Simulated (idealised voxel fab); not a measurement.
process module | voxel double patterning
cross-section cut | 205 nm wide | cells 5 nm
A cross-section is a grid of square cells, given in bands from the top down. A band is one or more rows of cells.
Each band's line starts with the height of the band's top and of its bottom, in nm. Then come its materials from left to right, each with its width in nm. One material with "throughout" fills the band from edge to edge. "air" is empty space.
Height 0 is the level under which the wafer as received is all one material. The lowest band goes on downwards, as in "0 down".
A width such as "30 to 40" changes by the same amount from each row of cells to the next, from the band's top row to its bottom row.
"no change" after a step means that no cell of the cross-section changed.
closed voids: empty space of 8 cells or more with no open way to the top, each as width x height at its distance from the left edge, in nm
after a step's settings: what the simulator itself notes on the step
overlay nm, on a step with a mask: how far to the right of its planned place the mask lay; to the left if negative
plan
1 op RECEIVE | material Si
2 op CONFORMAL_DEP | material SiO2 | thk nm 10
3 op DIRECTIONAL_DEP | material TiN | thk nm 15
4 op DIRECTIONAL_DEP | material SiCN | thk nm 10
5 op MASKED_ETCH | tone open | mask id FIRST | width nm 15 | pitch nm 50 | etch materials SiCN | depth nm 10 | overlay nm 0
6 op MASKED_ETCH | tone open | mask id SECOND | width nm 15 | etch materials SiCN | depth nm 10 | overlay nm 0
7 op DIRECTIONAL_ETCH | etch materials TiN | depth nm 15
8 op STRIP | etch materials SiCN
as received, after step 1
  0 down: Si throughout
  closed voids: none
a wafer at the end: this start, this plan, one mistake
  25 to 10: air 95 | TiN 15 | air 95
  10 to 0: SiO2 throughout
  0 down: Si throughout
  closed voids: none
what went wrong: step 6 ran as: op MASKED_ETCH | tone cover | mask id SECOND | width nm 15 | etch materials SiCN | depth nm 10 | overlay nm 0
